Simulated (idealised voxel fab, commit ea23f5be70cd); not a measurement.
process module | voxel wiring stack
We display cut, a cross-section 280 nm in width whose square cells are each 5 nm.
A cross-section is written here as square cells arranged in a grid, and it is given in bands from the top down, each band taking up one or more rows of cells. Each band's line starts with the height of the band's top and of its bottom, in nm. Then come its materials from left to right, each with its width in nm. One material with "everywhere" fills the band from edge to edge. "blank" is empty space. We count height from 0. Below that, the starting wafer is all one material. The lowest band never ends at the bottom but goes on down; see "0 and below" for how that is written. Note: "30 to 40" means the width goes from the first number (top row of the band) to the second number (bottom row) in equal steps per row of cells. Basically "changes: none" means that step didn't change any cell in the cross-section. "closed voids" means: voids of 8 cells or more that are shut off from the top with no open way through. Written width x height at distance, distance from the left edge, in nm. Post-settings text on a step line: simulator's own remark regarding the step. overlay nm: step with mask; distance mask lay right of planned place; negative value = left of planned place.
Planned step list for the process:
1,RECEIVE: material Si
2,CONFORMAL_DEP: material SiO2, thk nm 10
3,CONFORMAL_DEP: material SiN, thk nm 5
4,DIRECTIONAL_DEP: material lowk, thk nm 15
5,DIRECTIONAL_DEP: material aC, thk nm 10
6,PATTERN: tone open, mask id METAL_1, material resist, width nm 25, pitch nm 40, thk nm 30, overlay nm 0
7,DIRECTIONAL_ETCH: etch materials aC, depth nm 10
8,STRIP: etch materials resist
9,DIRECTIONAL_ETCH: etch materials lowk, depth nm 15
10,DIRECTIONAL_ETCH: etch materials SiN, depth nm 5
11,STRIP: etch materials aC
12,CONFORMAL_DEP: material TiN, thk nm 5
13,FILL_DEP: material Cu, thk nm 5
14,CMP: height nm 30
15,CONFORMAL_DEP: material SiCN, thk nm 5
16,DIRECTIONAL_DEP: material lowk, thk nm 20
17,DIRECTIONAL_DEP: material aC, thk nm 15
18,PATTERN: tone open, mask id PLUG_1, material resist, width nm 15, pitch nm 40, thk nm 35, overlay nm 0
19,DIRECTIONAL_ETCH: etch materials aC, depth nm 15
20,STRIP: etch materials resist
21,DIRECTIONAL_ETCH: etch materials lowk, depth nm 20
22,DIRECTIONAL_ETCH: etch materials SiCN, depth nm 5
23,STRIP: etch materials aC
24,CONFORMAL_DEP: material TiN, thk nm 5
25,FILL_DEP: material Ru, thk nm 5
26,CMP: height nm 55
27,CONFORMAL_DEP: material SiCN, thk nm 5
28,DIRECTIONAL_DEP: material lowk, thk nm 25
29,MASKED_ETCH: tone open, mask id METAL_2, width nm 25, pitch nm 40, etch materials lowk, depth nm 25, overlay nm 0
30,MASKED_ETCH: tone open, mask id METAL_2, width nm 25, pitch nm 40, etch materials SiCN, depth nm 5, overlay nm 0
31,CONFORMAL_DEP: material TiN, thk nm 5
32,FILL_DEP: material Cu, thk nm 5
33,CMP: height nm 85
34,CONFORMAL_DEP: material SiN, thk nm 5
First wafer, two in total, run as planned:
Shown in cross-section is the wafer as received, that is, as it stands after step 1:
* 0 and below | Si everywhere
* closed voids: none
The wafer in cross-section once step 2 is complete:
* 10 down to 0 | SiO2 everywhere
* At heights below 0, the structure remains unaltered.
The wafer in cross-section once step 3 is complete:
* 15 down to 10 | SiN everywhere
* At heights below 10, the structure remains unaltered.
The wafer in cross-section once step 4 is complete:
* 30 down to 15 | lowk everywhere
* At heights below 15, the structure remains unaltered.
The wafer in cross-section once step 5 is complete:
* 40 down to 30 | aC everywhere
* At heights below 30, the structure remains unaltered.
The wafer in cross-section once step 6 is complete:
* 70 down to 40 | resist 105 nm  blank 25 nm  resist 15 nm  blank 25 nm  resist 110 nm
* At heights below 40, the structure remains unaltered.
The wafer in cross-section once step 7 is complete:
* 60 down to 40 | resist 105 nm  blank 25 nm  resist 15 nm  blank 25 nm  resist 110 nm
* 40 down to 30 | aC 105 nm  blank 25 nm  aC 15 nm  blank 25 nm  aC 110 nm
* At heights below 30, the structure remains unaltered.
The wafer in cross-section once step 8 is complete:
* 40 down to 30 | aC 105 nm  blank 25 nm  aC 15 nm  blank 25 nm  aC 110 nm
* At heights below 30, the structure remains unaltered.
The wafer in cross-section once step 9 is complete:
* 40 down to 30 | aC 105 nm  blank 25 nm  aC 15 nm  blank 25 nm  aC 110 nm
* 30 down to 15 | lowk 105 nm  blank 25 nm  lowk 15 nm  blank 25 nm  lowk 110 nm
* At heights below 15, the structure remains unaltered.
The wafer in cross-section once step 10 is complete:
* 40 down to 30 | aC 105 nm  blank 25 nm  aC 15 nm  blank 25 nm  aC 110 nm
* 30 down to 15 | lowk 105 nm  blank 25 nm  lowk 15 nm  blank 25 nm  lowk 110 nm
* 15 down to 10 | SiN 105 nm  blank 25 nm  SiN 15 nm  blank 25 nm  SiN 110 nm
* At heights below 10, the structure remains unaltered.
The wafer in cross-section once step 11 is complete:
* 30 down to 15 | lowk 105 nm  blank 25 nm  lowk 15 nm  blank 25 nm  lowk 110 nm
* At heights below 15, the structure remains unaltered.
The wafer in cross-section once step 12 is complete:
* 35 down to 30 | TiN 110 nm  blank 15 nm  TiN 25 nm  blank 15 nm  TiN 115 nm
* 30 down to 15 | lowk 105 nm  TiN 5 nm  blank 15 nm  TiN 5 nm  lowk 15 nm  TiN 5 nm  blank 15 nm  TiN 5 nm  lowk 110 nm
* 15 down to 10 | SiN 105 nm  TiN 25 nm  SiN 15 nm  TiN 25 nm  SiN 110 nm
* At heights below 10, the structure remains unaltered.
The wafer in cross-section once step 13 is complete:
* 40 down to 35 | Cu everywhere
* 35 down to 30 | TiN 110 nm  Cu 15 nm  TiN 25 nm  Cu 15 nm  TiN 115 nm
* 30 down to 15 | lowk 105 nm  TiN 5 nm  Cu 15 nm  TiN 5 nm  lowk 15 nm  TiN 5 nm  Cu 15 nm  TiN 5 nm  lowk 110 nm
* At heights below 15, the structure remains unaltered.
The wafer in cross-section once step 14 is complete:
* 30 down to 15 | lowk 105 nm  TiN 5 nm  Cu 15 nm  TiN 5 nm  lowk 15 nm  TiN 5 nm  Cu 15 nm  TiN 5 nm  lowk 110 nm
* At heights below 15, the structure remains unaltered.
The wafer in cross-section once step 15 is complete:
* 35 down to 30 | SiCN everywhere
* At heights below 30, the structure remains unaltered.
The wafer in cross-section once step 16 is complete:
* 55 down to 35 | lowk everywhere
* At heights below 35, the structure remains unaltered.
The wafer in cross-section once step 17 is complete:
* 70 down to 55 | aC everywhere
* At heights below 55, the structure remains unaltered.
The wafer in cross-section once step 18 is complete:
* 105 down to 70 | resist 105 nm  blank 15 nm  resist 25 nm  blank 15 nm  resist 120 nm
* At heights below 70, the structure remains unaltered.
The wafer in cross-section once step 19 is complete:
* 90 down to 70 | resist 105 nm  blank 15 nm  resist 25 nm  blank 15 nm  resist 120 nm
* 70 down to 55 | aC 105 nm  blank 15 nm  aC 25 nm  blank 15 nm  aC 120 nm
* At heights below 55, the structure remains unaltered.
The wafer in cross-section once step 20 is complete:
* 70 down to 55 | aC 105 nm  blank 15 nm  aC 25 nm  blank 15 nm  aC 120 nm
* At heights below 55, the structure remains unaltered.
The wafer in cross-section once step 21 is complete:
* 70 down to 55 | aC 105 nm  blank 15 nm  aC 25 nm  blank 15 nm  aC 120 nm
* 55 down to 35 | lowk 105 nm  blank 15 nm  lowk 25 nm  blank 15 nm  lowk 120 nm
* At heights below 35, the structure remains unaltered.
The wafer in cross-section once step 22 is complete:
* 70 down to 55 | aC 105 nm  blank 15 nm  aC 25 nm  blank 15 nm  aC 120 nm
* 55 down to 35 | lowk 105 nm  blank 15 nm  lowk 25 nm  blank 15 nm  lowk 120 nm
* 35 down to 30 | SiCN 105 nm  blank 15 nm  SiCN 25 nm  blank 15 nm  SiCN 120 nm
* At heights below 30, the structure remains unaltered.
The wafer in cross-section once step 23 is complete:
* 55 down to 35 | lowk 105 nm  blank 15 nm  lowk 25 nm  blank 15 nm  lowk 120 nm
* At heights below 35, the structure remains unaltered.
The wafer in cross-section once step 24 is complete:
* 60 down to 55 | TiN 110 nm  blank 5 nm  TiN 35 nm  blank 5 nm  TiN 125 nm
* 55 down to 35 | lowk 105 nm  TiN 5 nm  blank 5 nm  TiN 5 nm  lowk 25 nm  TiN 5 nm  blank 5 nm  TiN 5 nm  lowk 120 nm
* 35 down to 30 | SiCN 105 nm  TiN 15 nm  SiCN 25 nm  TiN 15 nm  SiCN 120 nm
* At heights below 30, the structure remains unaltered.
The wafer in cross-section once step 25 is complete:
* 65 down to 60 | Ru everywhere
* 60 down to 55 | TiN 110 nm  Ru 5 nm  TiN 35 nm  Ru 5 nm  TiN 125 nm
* 55 down to 35 | lowk 105 nm  TiN 5 nm  Ru 5 nm  TiN 5 nm  lowk 25 nm  TiN 5 nm  Ru 5 nm  TiN 5 nm  lowk 120 nm
* At heights below 35, the structure remains unaltered.
The wafer in cross-section once step 26 is complete:
* 55 down to 35 | lowk 105 nm  TiN 5 nm  Ru 5 nm  TiN 5 nm  lowk 25 nm  TiN 5 nm  Ru 5 nm  TiN 5 nm  lowk 120 nm
* At heights below 35, the structure remains unaltered.
The wafer in cross-section once step 27 is complete:
* 60 down to 55 | SiCN everywhere
* At heights below 55, the structure remains unaltered.
The wafer in cross-section once step 28 is complete:
* 85 down to 60 | lowk everywhere
* At heights below 60, the structure remains unaltered.
The wafer in cross-section once step 29 is complete:
* 85 down to 60 | lowk 105 nm  blank 25 nm  lowk 15 nm  blank 25 nm  lowk 110 nm
* At heights below 60, the structure remains unaltered.
The wafer in cross-section once step 30 is complete:
* 85 down to 60 | lowk 105 nm  blank 25 nm  lowk 15 nm  blank 25 nm  lowk 110 nm
* 60 down to 55 | SiCN 105 nm  blank 25 nm  SiCN 15 nm  blank 25 nm  SiCN 110 nm
* At heights below 55, the structure remains unaltered.
The wafer in cross-section once step 31 is complete:
* 90 down to 85 | TiN 110 nm  blank 15 nm  TiN 25 nm  blank 15 nm  TiN 115 nm
* 85 down to 60 | lowk 105 nm  TiN 5 nm  blank 15 nm  TiN 5 nm  lowk 15 nm  TiN 5 nm  blank 15 nm  TiN 5 nm  lowk 110 nm
* 60 down to 55 | SiCN 105 nm  TiN 25 nm  SiCN 15 nm  TiN 25 nm  SiCN 110 nm
* At heights below 55, the structure remains unaltered.
The wafer in cross-section once step 32 is complete:
* 95 down to 90 | Cu everywhere
* 90 down to 85 | TiN 110 nm  Cu 15 nm  TiN 25 nm  Cu 15 nm  TiN 115 nm
* 85 down to 60 | lowk 105 nm  TiN 5 nm  Cu 15 nm  TiN 5 nm  lowk 15 nm  TiN 5 nm  Cu 15 nm  TiN 5 nm  lowk 110 nm
* At heights below 60, the structure remains unaltered.
The wafer in cross-section once step 33 is complete:
* 85 down to 60 | lowk 105 nm  TiN 5 nm  Cu 15 nm  TiN 5 nm  lowk 15 nm  TiN 5 nm  Cu 15 nm  TiN 5 nm  lowk 110 nm
* At heights below 60, the structure remains unaltered.
The wafer in cross-section once step 34 is complete:
* 90 down to 85 | SiN everywhere
* At heights below 85, the structure remains unaltered.
The second wafer began exactly as the first did and followed the same plan, but one mistake was made while running it; through step 5 inclusive, the two wafers are identical:
Second wafer cross-section, taken as of the time the plan sets for step 6 to be done:
* 70 down to 40 | resist 115 nm  blank 25 nm  resist 15 nm  blank 25 nm  resist 100 nm
* At heights below 40, the structure remains unaltered.
Second wafer cross-section, taken as of the time the plan sets for step 7 to be done:
* 60 down to 40 | resist 115 nm  blank 25 nm  resist 15 nm  blank 25 nm  resist 100 nm
* 40 down to 30 | aC 115 nm  blank 25 nm  aC 15 nm  blank 25 nm  aC 100 nm
* At heights below 30, the structure remains unaltered.
Second wafer cross-section, taken as of the time the plan sets for step 8 to be done:
* 40 down to 30 | aC 115 nm  blank 25 nm  aC 15 nm  blank 25 nm  aC 100 nm
* At heights below 30, the structure remains unaltered.
Second wafer cross-section, taken as of the time the plan sets for step 9 to be done:
* 40 down to 30 | aC 115 nm  blank 25 nm  aC 15 nm  blank 25 nm  aC 100 nm
* 30 down to 15 | lowk 115 nm  blank 25 nm  lowk 15 nm  blank 25 nm  lowk 100 nm
* At heights below 15, the structure remains unaltered.
Second wafer cross-section, taken as of the time the plan sets for step 10 to be done:
* 40 down to 30 | aC 115 nm  blank 25 nm  aC 15 nm  blank 25 nm  aC 100 nm
* 30 down to 15 | lowk 115 nm  blank 25 nm  lowk 15 nm  blank 25 nm  lowk 100 nm
* 15 down to 10 | SiN 115 nm  blank 25 nm  SiN 15 nm  blank 25 nm  SiN 100 nm
* At heights below 10, the structure remains unaltered.
Second wafer cross-section, taken as of the time the plan sets for step 11 to be done:
* 30 down to 15 | lowk 115 nm  blank 25 nm  lowk 15 nm  blank 25 nm  lowk 100 nm
* At heights below 15, the structure remains unaltered.
Second wafer cross-section, taken as of the time the plan sets for step 12 to be done:
* 35 down to 30 | TiN 120 nm  blank 15 nm  TiN 25 nm  blank 15 nm  TiN 105 nm
* 30 down to 15 | lowk 115 nm  TiN 5 nm  blank 15 nm  TiN 5 nm  lowk 15 nm  TiN 5 nm  blank 15 nm  TiN 5 nm  lowk 100 nm
* 15 down to 10 | SiN 115 nm  TiN 25 nm  SiN 15 nm  TiN 25 nm  SiN 100 nm
* At heights below 10, the structure remains unaltered.
Second wafer cross-section, taken as of the time the plan sets for step 13 to be done:
* 40 down to 35 | Cu everywhere
* 35 down to 30 | TiN 120 nm  Cu 15 nm  TiN 25 nm  Cu 15 nm  TiN 105 nm
* 30 down to 15 | lowk 115 nm  TiN 5 nm  Cu 15 nm  TiN 5 nm  lowk 15 nm  TiN 5 nm  Cu 15 nm  TiN 5 nm  lowk 100 nm
* At heights below 15, the structure remains unaltered.
Second wafer cross-section, taken as of the time the plan sets for step 14 to be done:
* 30 down to 15 | lowk 115 nm  TiN 5 nm  Cu 15 nm  TiN 5 nm  lowk 15 nm  TiN 5 nm  Cu 15 nm  TiN 5 nm  lowk 100 nm
* At heights below 15, the structure remains unaltered.
Second wafer cross-section, taken as of the time the plan sets for step 15 to be done:
* 35 down to 30 | SiCN everywhere
* At heights below 30, the structure remains unaltered.
Second wafer cross-section, taken as of the time the plan sets for step 16 to be done:
* 55 down to 35 | lowk everywhere
* At heights below 35, the structure remains unaltered.
Second wafer cross-section, taken as of the time the plan sets for step 17 to be done:
* 70 down to 55 | aC everywhere
* At heights below 55, the structure remains unaltered.
Second wafer cross-section, taken as of the time the plan sets for step 18 to be done:
* 105 down to 70 | resist 105 nm  blank 15 nm  resist 25 nm  blank 15 nm  resist 120 nm
* At heights below 70, the structure remains unaltered.
Second wafer cross-section, taken as of the time the plan sets for step 19 to be done:
* 90 down to 70 | resist 105 nm  blank 15 nm  resist 25 nm  blank 15 nm  resist 120 nm
* 70 down to 55 | aC 105 nm  blank 15 nm  aC 25 nm  blank 15 nm  aC 120 nm
* At heights below 55, the structure remains unaltered.
Second wafer cross-section, taken as of the time the plan sets for step 20 to be done:
* 70 down to 55 | aC 105 nm  blank 15 nm  aC 25 nm  blank 15 nm  aC 120 nm
* At heights below 55, the structure remains unaltered.
Second wafer cross-section, taken as of the time the plan sets for step 21 to be done:
* 70 down to 55 | aC 105 nm  blank 15 nm  aC 25 nm  blank 15 nm  aC 120 nm
* 55 down to 35 | lowk 105 nm  blank 15 nm  lowk 25 nm  blank 15 nm  lowk 120 nm
* At heights below 35, the structure remains unaltered.
Second wafer cross-section, taken as of the time the plan sets for step 22 to be done:
* 70 down to 55 | aC 105 nm  blank 15 nm  aC 25 nm  blank 15 nm  aC 120 nm
* 55 down to 35 | lowk 105 nm  blank 15 nm  lowk 25 nm  blank 15 nm  lowk 120 nm
* 35 down to 30 | SiCN 105 nm  blank 15 nm  SiCN 25 nm  blank 15 nm  SiCN 120 nm
* At heights below 30, the structure remains unaltered.
Second wafer cross-section, taken as of the time the plan sets for step 23 to be done:
* 55 down to 35 | lowk 105 nm  blank 15 nm  lowk 25 nm  blank 15 nm  lowk 120 nm
* At heights below 35, the structure remains unaltered.
Second wafer cross-section, taken as of the time the plan sets for step 24 to be done:
* 60 down to 55 | TiN 110 nm  blank 5 nm  TiN 35 nm  blank 5 nm  TiN 125 nm
* 55 down to 35 | lowk 105 nm  TiN 5 nm  blank 5 nm  TiN 5 nm  lowk 25 nm  TiN 5 nm  blank 5 nm  TiN 5 nm  lowk 120 nm
* 35 down to 30 | SiCN 105 nm  TiN 15 nm  SiCN 25 nm  TiN 15 nm  SiCN 120 nm
* At heights below 30, the structure remains unaltered.
Second wafer cross-section, taken as of the time the plan sets for step 25 to be done:
* 65 down to 60 | Ru everywhere
* 60 down to 55 | TiN 110 nm  Ru 5 nm  TiN 35 nm  Ru 5 nm  TiN 125 nm
* 55 down to 35 | lowk 105 nm  TiN 5 nm  Ru 5 nm  TiN 5 nm  lowk 25 nm  TiN 5 nm  Ru 5 nm  TiN 5 nm  lowk 120 nm
* At heights below 35, the structure remains unaltered.
Second wafer cross-section, taken as of the time the plan sets for step 26 to be done:
* 55 down to 35 | lowk 105 nm  TiN 5 nm  Ru 5 nm  TiN 5 nm  lowk 25 nm  TiN 5 nm  Ru 5 nm  TiN 5 nm  lowk 120 nm
* At heights below 35, the structure remains unaltered.
Second wafer cross-section, taken as of the time the plan sets for step 27 to be done:
* 60 down to 55 | SiCN everywhere
* At heights below 55, the structure remains unaltered.
Second wafer cross-section, taken as of the time the plan sets for step 28 to be done:
* 85 down to 60 | lowk everywhere
* At heights below 60, the structure remains unaltered.
Second wafer cross-section, taken as of the time the plan sets for step 29 to be done:
* 85 down to 60 | lowk 105 nm  blank 25 nm  lowk 15 nm  blank 25 nm  lowk 110 nm
* At heights below 60, the structure remains unaltered.
Second wafer cross-section, taken as of the time the plan sets for step 30 to be done:
* 85 down to 60 | lowk 105 nm  blank 25 nm  lowk 15 nm  blank 25 nm  lowk 110 nm
* 60 down to 55 | SiCN 105 nm  blank 25 nm  SiCN 15 nm  blank 25 nm  SiCN 110 nm
* At heights below 55, the structure remains unaltered.
Second wafer cross-section, taken as of the time the plan sets for step 31 to be done:
* 90 down to 85 | TiN 110 nm  blank 15 nm  TiN 25 nm  blank 15 nm  TiN 115 nm
* 85 down to 60 | lowk 105 nm  TiN 5 nm  blank 15 nm  TiN 5 nm  lowk 15 nm  TiN 5 nm  blank 15 nm  TiN 5 nm  lowk 110 nm
* 60 down to 55 | SiCN 105 nm  TiN 25 nm  SiCN 15 nm  TiN 25 nm  SiCN 110 nm
* At heights below 55, the structure remains unaltered.
Second wafer cross-section, taken as of the time the plan sets for step 32 to be done:
* 95 down to 90 | Cu everywhere
* 90 down to 85 | TiN 110 nm  Cu 15 nm  TiN 25 nm  Cu 15 nm  TiN 115 nm
* 85 down to 60 | lowk 105 nm  TiN 5 nm  Cu 15 nm  TiN 5 nm  lowk 15 nm  TiN 5 nm  Cu 15 nm  TiN 5 nm  lowk 110 nm
* At heights below 60, the structure remains unaltered.
Second wafer cross-section, taken as of the time the plan sets for step 33 to be done:
* 85 down to 60 | lowk 105 nm  TiN 5 nm  Cu 15 nm  TiN 5 nm  lowk 15 nm  TiN 5 nm  Cu 15 nm  TiN 5 nm  lowk 110 nm
* At heights below 60, the structure remains unaltered.
Second wafer cross-section, taken as of the time the plan sets for step 34 to be done:
* 90 down to 85 | SiN everywhere
* At heights below 85, the structure remains unaltered.
what went wrong: off-plan run, step 6, actual operation and settings PATTERN: tone open, mask id METAL_1, material resist, width nm 25, pitch nm 40, thk nm 30, overlay nm 10
So at the finish, the second wafer's got exactly as many cells of each material as the first, just not in the same spots.
